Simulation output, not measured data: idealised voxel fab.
process module | voxel self aligned vias
cross-section cut | 295 nm wide | cells 5 nm
A cross-section is a grid of square cells, given in bands from the top down. A band is one or more rows of cells.
Each band's line starts with the height of the band's top and of its bottom, in nm. Then come its materials from left to right, each with its width in nm. One material with "throughout" fills the band from edge to edge. "air" is empty space.
Height 0 is the level under which the wafer as received is all one material. The lowest band goes on downwards, as in "0 down".
A width such as "30 to 40" changes by the same amount from each row of cells to the next, from the band's top row to its bottom row.
"no change" after a step means that no cell of the cross-section changed.
closed voids: empty space of 8 cells or more with no open way to the top, each as width x height at its distance from the left edge, in nm
after a step's settings: what the simulator itself notes on the step
overlay nm, on a step with a mask: how far to the right of its planned place the mask lay; to the left if negative
Each pair below shows a cross-section before one step and the cross-section after it, down to the lowest band that changed. The line under each pair gives the step between them, with its settings. The pairs can come from different runs of this module on the same starting wafer, so a pair continues from the pair above only where its "before" says so.
before
  70 to 50: SiO2 throughout
  50 to 40: SiO2 65 | SiN 25 | SiO2 45 | SiN 25 | SiO2 45 | SiN 25 | SiO2 65
  40 to 25: SiO2 65 | TiN 5 | W 15 | TiN 5 | SiO2 45 | TiN 5 | W 15 | TiN 5 | SiO2 45 | TiN 5 | W 15 | TiN 5 | SiO2 65
  25 to 20: SiO2 65 | TiN 25 | SiO2 45 | TiN 25 | SiO2 45 | TiN 25 | SiO2 65
  20 to 15: SiCN throughout
  15 to 0: SiO2 throughout
  0 down: Si throughout
  closed voids: none
after
  70 to 50: SiO2 55 | air 40 | SiO2 100 | air 40 | SiO2 60
  below 50: unchanged
  closed voids: none
the step between: op MASKED_ETCH | tone open | mask id VIAS | width nm 40 | pitch nm 140 | etch materials SiO2 | depth nm 20 | overlay nm 0
before: the cross-section after the pair above
after
  70 to 50: SiO2 55 | air 40 | SiO2 100 | air 40 | SiO2 60
  50 to 40: SiO2 65 | air 25 | SiO2 45 | SiN 25 | SiO2 45 | air 25 | SiO2 65
  below 40: unchanged
  closed voids: none
the step between: op MASKED_ETCH | tone open | mask id VIAS | width nm 40 | pitch nm 140 | etch materials SiN | depth nm 10 | overlay nm 0
before: the cross-section after the pair above
after
  75 to 70: TiN 60 | air 30 | TiN 110 | air 30 | TiN 65
  70 to 55: SiO2 55 | TiN 5 | air 30 | TiN 5 | SiO2 100 | TiN 5 | air 30 | TiN 5 | SiO2 60
  55 to 50: SiO2 55 | TiN 15 | air 15 | TiN 10 | SiO2 100 | TiN 15 | air 15 | TiN 10 | SiO2 60
  50 to 45: SiO2 65 | TiN 5 | air 15 | TiN 5 | SiO2 45 | SiN 25 | SiO2 45 | TiN 5 | air 15 | TiN 5 | SiO2 65
  45 to 40: SiO2 65 | TiN 25 | SiO2 45 | SiN 25 | SiO2 45 | TiN 25 | SiO2 65
  below 40: unchanged
  closed voids: none
the step between: op CONFORMAL_DEP | material TiN | thk nm 5
before: the cross-section after the pair above
after
  85 to 75: Ru throughout
  75 to 70: TiN 60 | Ru 30 | TiN 110 | Ru 30 | TiN 65
  70 to 55: SiO2 55 | TiN 5 | Ru 30 | TiN 5 | SiO2 100 | TiN 5 | Ru 30 | TiN 5 | SiO2 60
  55 to 50: SiO2 55 | TiN 15 | Ru 15 | TiN 10 | SiO2 100 | TiN 15 | Ru 15 | TiN 10 | SiO2 60
  50 to 45: SiO2 65 | TiN 5 | Ru 15 | TiN 5 | SiO2 45 | SiN 25 | SiO2 45 | TiN 5 | Ru 15 | TiN 5 | SiO2 65
  below 45: unchanged
  closed voids: none
the step between: op FILL_DEP | material Ru | thk nm 10
before: the cross-section after the pair above
after
  70 to 55: SiO2 55 | TiN 5 | Ru 30 | TiN 5 | SiO2 100 | TiN 5 | Ru 30 | TiN 5 | SiO2 60
  below 55: unchanged
  closed voids: none
the step between: op CMP | height nm 70
before: the cross-section after the pair above
after
  75 to 70: SiN throughout
  below 70: unchanged
  closed voids: none
the step between: op CONFORMAL_DEP | material SiN | thk nm 5
before
  70 to 50: SiO2 throughout
  50 to 40: SiO2 65 | SiN 20 | SiO2 50 | SiN 20 | SiO2 50 | SiN 20 | SiO2 70
  40 to 25: SiO2 65 | TiN 5 | W 10 | TiN 5 | SiO2 50 | TiN 5 | W 10 | TiN 5 | SiO2 50 | TiN 5 | W 10 | TiN 5 | SiO2 70
  25 to 20: SiO2 65 | TiN 20 | SiO2 50 | TiN 20 | SiO2 50 | TiN 20 | SiO2 70
  20 to 15: SiCN throughout
  15 to 0: SiO2 throughout
  0 down: Si throughout
  closed voids: none
after
  70 to 50: SiO2 50 | air 40 | SiO2 100 | air 40 | SiO2 65
  below 50: unchanged
  closed voids: none
the step between: op MASKED_ETCH | tone open | mask id VIAS | width nm 40 | pitch nm 140 | etch materials SiO2 | depth nm 20 | overlay nm -5
before: the cross-section after the pair above
after
  70 to 50: SiO2 50 | air 40 | SiO2 100 | air 40 | SiO2 65
  50 to 40: SiO2 65 | air 20 | SiO2 50 | SiN 20 | SiO2 50 | air 20 | SiO2 70
  below 40: unchanged
  closed voids: none
the step between: op MASKED_ETCH | tone open | mask id VIAS | width nm 40 | pitch nm 140 | etch materials SiN | depth nm 10 | overlay nm 0
before: the cross-section after the pair above
after
  75 to 70: TiN 55 | air 30 | TiN 110 | air 30 | TiN 70
  70 to 55: SiO2 50 | TiN 5 | air 30 | TiN 5 | SiO2 100 | TiN 5 | air 30 | TiN 5 | SiO2 65
  55 to 50: SiO2 50 | TiN 20 | air 10 | TiN 10 | SiO2 100 | TiN 20 | air 10 | TiN 10 | SiO2 65
  50 to 45: SiO2 65 | TiN 5 | air 10 | TiN 5 | SiO2 50 | SiN 20 | SiO2 50 | TiN 5 | air 10 | TiN 5 | SiO2 70
  45 to 40: SiO2 65 | TiN 20 | SiO2 50 | SiN 20 | SiO2 50 | TiN 20 | SiO2 70
  below 40: unchanged
  closed voids: none
the step between: op CONFORMAL_DEP | material TiN | thk nm 5
before: the cross-section after the pair above
after
  85 to 75: Ru throughout
  75 to 70: TiN 55 | Ru 30 | TiN 110 | Ru 30 | TiN 70
  70 to 55: SiO2 50 | TiN 5 | Ru 30 | TiN 5 | SiO2 100 | TiN 5 | Ru 30 | TiN 5 | SiO2 65
  55 to 50: SiO2 50 | TiN 20 | Ru 10 | TiN 10 | SiO2 100 | TiN 20 | Ru 10 | TiN 10 | SiO2 65
  50 to 45: SiO2 65 | TiN 5 | Ru 10 | TiN 5 | SiO2 50 | SiN 20 | SiO2 50 | TiN 5 | Ru 10 | TiN 5 | SiO2 70
  below 45: unchanged
  closed voids: none
the step between: op FILL_DEP | material Ru | thk nm 10
before: the cross-section after the pair above
after
  70 to 55: SiO2 50 | TiN 5 | Ru 30 | TiN 5 | SiO2 100 | TiN 5 | Ru 30 | TiN 5 | SiO2 65
  below 55: unchanged
  closed voids: none
the step between: op CMP | height nm 70
before: the cross-section after the pair above
after
  75 to 70: SiN throughout
  below 70: unchanged
  closed voids: none
the step between: op CONFORMAL_DEP | material SiN | thk nm 5
before
  0 down: Si throughout
  closed voids: none
after
  15 to 0: Ru throughout
  below 0: unchanged
  closed voids: none
the step between: op CONFORMAL_DEP | material Ru | thk nm 15
before: the cross-section after the pair above
after
  20 to 15: SiCN throughout
  below 15: unchanged
  closed voids: none
the step between: op CONFORMAL_DEP | material SiCN | thk nm 5
before: the cross-section after the pair above
after
  50 to 20: SiO2 throughout
  below 20: unchanged
  closed voids: none
the step between: op DIRECTIONAL_DEP | material SiO2 | thk nm 30
before: the cross-section after the pair above
after
  65 to 50: aC throughout
  below 50: unchanged
  closed voids: none
the step between: op DIRECTIONAL_DEP | material aC | thk nm 15
before: the cross-section after the pair above
after
  100 to 65: resist 65 | air 20 | resist 50 | air 20 | resist 50 | air 20 | resist 70
  below 65: unchanged
  closed voids: none
the step between: op PATTERN | tone open | mask id LINES | material resist | width nm 20 | pitch nm 70 | thk nm 35 | overlay nm 0
before: the cross-section after the pair above
after
  85 to 65: resist 65 | air 20 | resist 50 | air 20 | resist 50 | air 20 | resist 70
  65 to 50: aC 65 | air 20 | aC 50 | air 20 | aC 50 | air 20 | aC 70
  below 50: unchanged
  closed voids: none
the step between: op DIRECTIONAL_ETCH | etch materials aC | depth nm 15
before: the cross-section after the pair above
after
  65 to 50: aC 65 | air 20 | aC 50 | air 20 | aC 50 | air 20 | aC 70
  below 50: unchanged
  closed voids: none
the step between: op STRIP | etch materials resist
before: the cross-section after the pair above
after
  65 to 50: aC 65 | air 20 | aC 50 | air 20 | aC 50 | air 20 | aC 70
  50 to 20: SiO2 65 | air 20 | SiO2 50 | air 20 | SiO2 50 | air 20 | SiO2 70
  below 20: unchanged
  closed voids: none
the step between: op DIRECTIONAL_ETCH | etch materials SiO2 | depth nm 30
before: the cross-section after the pair above
after
  50 to 20: SiO2 65 | air 20 | SiO2 50 | air 20 | SiO2 50 | air 20 | SiO2 70
  below 20: unchanged
  closed voids: none
the step between: op STRIP | etch materials aC
before: the cross-section after the pair above
after
  55 to 50: TiN 70 | air 10 | TiN 60 | air 10 | TiN 60 | air 10 | TiN 75
  50 to 25: SiO2 65 | TiN 5 | air 10 | TiN 5 | SiO2 50 | TiN 5 | air 10 | TiN 5 | SiO2 50 | TiN 5 | air 10 | TiN 5 | SiO2 70
  25 to 20: SiO2 65 | TiN 20 | SiO2 50 | TiN 20 | SiO2 50 | TiN 20 | SiO2 70
  below 20: unchanged
  closed voids: none
the step between: op CONFORMAL_DEP | material TiN | thk nm 5
before: the cross-section after the pair above
after
  65 to 55: W throughout
  55 to 50: TiN 70 | W 10 | TiN 60 | W 10 | TiN 60 | W 10 | TiN 75
  50 to 25: SiO2 65 | TiN 5 | W 10 | TiN 5 | SiO2 50 | TiN 5 | W 10 | TiN 5 | SiO2 50 | TiN 5 | W 10 | TiN 5 | SiO2 70
  below 25: unchanged
  closed voids: none
the step between: op FILL_DEP | material W | thk nm 10
before: the cross-section after the pair above
after
  50 to 25: SiO2 65 | TiN 5 | W 10 | TiN 5 | SiO2 50 | TiN 5 | W 10 | TiN 5 | SiO2 50 | TiN 5 | W 10 | TiN 5 | SiO2 70
  below 25: unchanged
  closed voids: none
the step between: op CMP | height nm 50
before: the cross-section after the pair above
after
  50 to 40: SiO2 65 | air 20 | SiO2 50 | air 20 | SiO2 50 | air 20 | SiO2 70
  below 40: unchanged
  closed voids: none
the step between: op SELECTIVE_ETCH | etch materials W Ru TiN | depth nm 10
before: the cross-section after the pair above
after
  55 to 50: SiN throughout
  50 to 40: SiO2 65 | SiN 20 | SiO2 50 | SiN 20 | SiO2 50 | SiN 20 | SiO2 70
  below 40: unchanged
  closed voids: none
the step between: op FILL_DEP | material SiN | thk nm 5
before: the cross-section after the pair above
after
  50 to 40: SiO2 65 | SiN 20 | SiO2 50 | SiN 20 | SiO2 50 | SiN 20 | SiO2 70
  below 40: unchanged
  closed voids: none
the step between: op CMP | height nm 50
before: the cross-section after the pair above
after
  70 to 50: SiO2 throughout
  below 50: unchanged
  closed voids: none
the step between: op DIRECTIONAL_DEP | material SiO2 | thk nm 20
before: the cross-section after the pair above
after
  70 to 50: SiO2 55 | air 40 | SiO2 100 | air 40 | SiO2 60
  below 50: unchanged
  closed voids: none
the step between: op MASKED_ETCH | tone open | mask id VIAS | width nm 40 | pitch nm 140 | etch materials SiO2 | depth nm 20 | overlay nm 0
before: the cross-section after the pair above
after
  70 to 50: SiO2 55 | air 40 | SiO2 100 | air 40 | SiO2 60
  50 to 40: SiO2 65 | air 20 | SiO2 50 | SiN 20 | SiO2 50 | air 20 | SiO2 70
  below 40: unchanged
  closed voids: none
the step between: op MASKED_ETCH | tone open | mask id VIAS | width nm 40 | pitch nm 140 | etch materials SiN | depth nm 10 | overlay nm 0
before: the cross-section after the pair above
after
  75 to 70: TiN 60 | air 30 | TiN 110 | air 30 | TiN 65
  70 to 55: SiO2 55 | TiN 5 | air 30 | TiN 5 | SiO2 100 | TiN 5 | air 30 | TiN 5 | SiO2 60
  55 to 50: SiO2 55 | TiN 15 | air 10 | TiN 15 | SiO2 100 | TiN 15 | air 10 | TiN 15 | SiO2 60
  50 to 45: SiO2 65 | TiN 5 | air 10 | TiN 5 | SiO2 50 | SiN 20 | SiO2 50 | TiN 5 | air 10 | TiN 5 | SiO2 70
  45 to 40: SiO2 65 | TiN 20 | SiO2 50 | SiN 20 | SiO2 50 | TiN 20 | SiO2 70
  below 40: unchanged
  closed voids: none
the step between: op CONFORMAL_DEP | material TiN | thk nm 5
before: the cross-section after the pair above
after
  85 to 75: Ru throughout
  75 to 70: TiN 60 | Ru 30 | TiN 110 | Ru 30 | TiN 65
  70 to 55: SiO2 55 | TiN 5 | Ru 30 | TiN 5 | SiO2 100 | TiN 5 | Ru 30 | TiN 5 | SiO2 60
  55 to 50: SiO2 55 | TiN 15 | Ru 10 | TiN 15 | SiO2 100 | TiN 15 | Ru 10 | TiN 15 | SiO2 60
  50 to 45: SiO2 65 | TiN 5 | Ru 10 | TiN 5 | SiO2 50 | SiN 20 | SiO2 50 | TiN 5 | Ru 10 | TiN 5 | SiO2 70
  below 45: unchanged
  closed voids: none
the step between: op FILL_DEP | material Ru | thk nm 10
before: the cross-section after the pair above
after
  70 to 55: SiO2 55 | TiN 5 | Ru 30 | TiN 5 | SiO2 100 | TiN 5 | Ru 30 | TiN 5 | SiO2 60
  below 55: unchanged
  closed voids: none
the step between: op CMP | height nm 70
before: the cross-section after the pair above
after
  75 to 70: SiN throughout
  below 70: unchanged
  closed voids: none
the step between: op CONFORMAL_DEP | material SiN | thk nm 5
before
  65 to 50: aC throughout
  50 to 20: SiO2 throughout
  20 to 15: SiCN throughout
  15 to 0: SiO2 throughout
  0 down: Si throughout
  closed voids: none
after
  100 to 65: air 65 | resist 20 | air 50 | resist 20 | air 50 | resist 20 | air 70
  below 65: unchanged
  closed voids: none
the step between: op PATTERN | tone cover | mask id LINES | material resist | width nm 20 | pitch nm 70 | thk nm 35 | overlay nm 0
before: the cross-section after the pair above
after
  85 to 65: air 65 | resist 20 | air 50 | resist 20 | air 50 | resist 20 | air 70
  65 to 50: air 65 | aC 20 | air 50 | aC 20 | air 50 | aC 20 | air 70
  below 50: unchanged
  closed voids: none
the step between: op DIRECTIONAL_ETCH | etch materials aC | depth nm 15
before: the cross-section after the pair above
after
  65 to 50: air 65 | aC 20 | air 50 | aC 20 | air 50 | aC 20 | air 70
  below 50: unchanged
  closed voids: none
the step between: op STRIP | etch materials resist
before: the cross-section after the pair above
after
  65 to 50: air 65 | aC 20 | air 50 | aC 20 | air 50 | aC 20 | air 70
  50 to 20: air 65 | SiO2 20 | air 50 | SiO2 20 | air 50 | SiO2 20 | air 70
  below 20: unchanged
  closed voids: none
the step between: op DIRECTIONAL_ETCH | etch materials SiO2 | depth nm 30
before: the cross-section after the pair above
after
  50 to 20: air 65 | SiO2 20 | air 50 | SiO2 20 | air 50 | SiO2 20 | air 70
  below 20: unchanged
  closed voids: none
the step between: op STRIP | etch materials aC
before: the cross-section after the pair above
after
  55 to 50: air 60 | TiN 30 | air 40 | TiN 30 | air 40 | TiN 30 | air 65
  50 to 25: air 60 | TiN 5 | SiO2 20 | TiN 5 | air 40 | TiN 5 | SiO2 20 | TiN 5 | air 40 | TiN 5 | SiO2 20 | TiN 5 | air 65
  25 to 20: TiN 65 | SiO2 20 | TiN 50 | SiO2 20 | TiN 50 | SiO2 20 | TiN 70
  below 20: unchanged
  closed voids: none
the step between: op CONFORMAL_DEP | material TiN | thk nm 5
before: the cross-section after the pair above
after
  65 to 55: W throughout
  55 to 50: W 60 | TiN 30 | W 40 | TiN 30 | W 40 | TiN 30 | W 65
  50 to 25: W 60 | TiN 5 | SiO2 20 | TiN 5 | W 40 | TiN 5 | SiO2 20 | TiN 5 | W 40 | TiN 5 | SiO2 20 | TiN 5 | W 65
  below 25: unchanged
  closed voids: none
the step between: op FILL_DEP | material W | thk nm 10
before: the cross-section after the pair above
after
  50 to 25: W 60 | TiN 5 | SiO2 20 | TiN 5 | W 40 | TiN 5 | SiO2 20 | TiN 5 | W 40 | TiN 5 | SiO2 20 | TiN 5 | W 65
  below 25: unchanged
  closed voids: none
the step between: op CMP | height nm 50
before: the cross-section after the pair above
after
  50 to 40: air 65 | SiO2 20 | air 50 | SiO2 20 | air 50 | SiO2 20 | air 70
  below 40: unchanged
  closed voids: none
the step between: op SELECTIVE_ETCH | etch materials W Ru TiN | depth nm 10
before: the cross-section after the pair above
after
  55 to 50: SiN throughout
  50 to 40: SiN 65 | SiO2 20 | SiN 50 | SiO2 20 | SiN 50 | SiO2 20 | SiN 70
  below 40: unchanged
  closed voids: none
the step between: op FILL_DEP | material SiN | thk nm 5
before: the cross-section after the pair above
after
  50 to 40: SiN 65 | SiO2 20 | SiN 50 | SiO2 20 | SiN 50 | SiO2 20 | SiN 70
  below 40: unchanged
  closed voids: none
the step between: op CMP | height nm 50
before: the cross-section after the pair above
after
  70 to 50: SiO2 throughout
  below 50: unchanged
  closed voids: none
the step between: op DIRECTIONAL_DEP | material SiO2 | thk nm 20
before: the cross-section after the pair above
after
  70 to 50: SiO2 55 | air 40 | SiO2 100 | air 40 | SiO2 60
  below 50: unchanged
  closed voids: none
the step between: op MASKED_ETCH | tone open | mask id VIAS | width nm 40 | pitch nm 140 | etch materials SiO2 | depth nm 20 | overlay nm 0
before: the cross-section after the pair above
after
  70 to 50: SiO2 55 | air 40 | SiO2 100 | air 40 | SiO2 60
  50 to 40: SiN 55 | air 10 | SiO2 20 | air 10 | SiN 40 | SiO2 20 | SiN 40 | air 10 | SiO2 20 | air 10 | SiN 60
  below 40: unchanged
  closed voids: none
the step between: op MASKED_ETCH | tone open | mask id VIAS | width nm 40 | pitch nm 140 | etch materials SiN | depth nm 10 | overlay nm 0
before: the cross-section after the pair above
after
  75 to 70: TiN 60 | air 30 | TiN 110 | air 30 | TiN 65
  70 to 55: SiO2 55 | TiN 5 | air 30 | TiN 5 | SiO2 100 | TiN 5 | air 30 | TiN 5 | SiO2 60
  55 to 50: SiO2 55 | TiN 40 | SiO2 100 | TiN 40 | SiO2 60
  50 to 40: SiN 55 | TiN 10 | SiO2 20 | TiN 10 | SiN 40 | SiO2 20 | SiN 40 | TiN 10 | SiO2 20 | TiN 10 | SiN 60
  below 40: unchanged
  closed voids: none
the step between: op CONFORMAL_DEP | material TiN | thk nm 5
before: the cross-section after the pair above
after
  85 to 75: Ru throughout
  75 to 70: TiN 60 | Ru 30 | TiN 110 | Ru 30 | TiN 65
  70 to 55: SiO2 55 | TiN 5 | Ru 30 | TiN 5 | SiO2 100 | TiN 5 | Ru 30 | TiN 5 | SiO2 60
  below 55: unchanged
  closed voids: none
the step between: op FILL_DEP | material Ru | thk nm 10
before: the cross-section after the pair above
after
  70 to 55: SiO2 55 | TiN 5 | Ru 30 | TiN 5 | SiO2 100 | TiN 5 | Ru 30 | TiN 5 | SiO2 60
  below 55: unchanged
  closed voids: none
the step between: op CMP | height nm 70
before: the cross-section after the pair above
after
  75 to 70: SiN throughout
  below 70: unchanged
  closed voids: none
the step between: op CONFORMAL_DEP | material SiN | thk nm 5
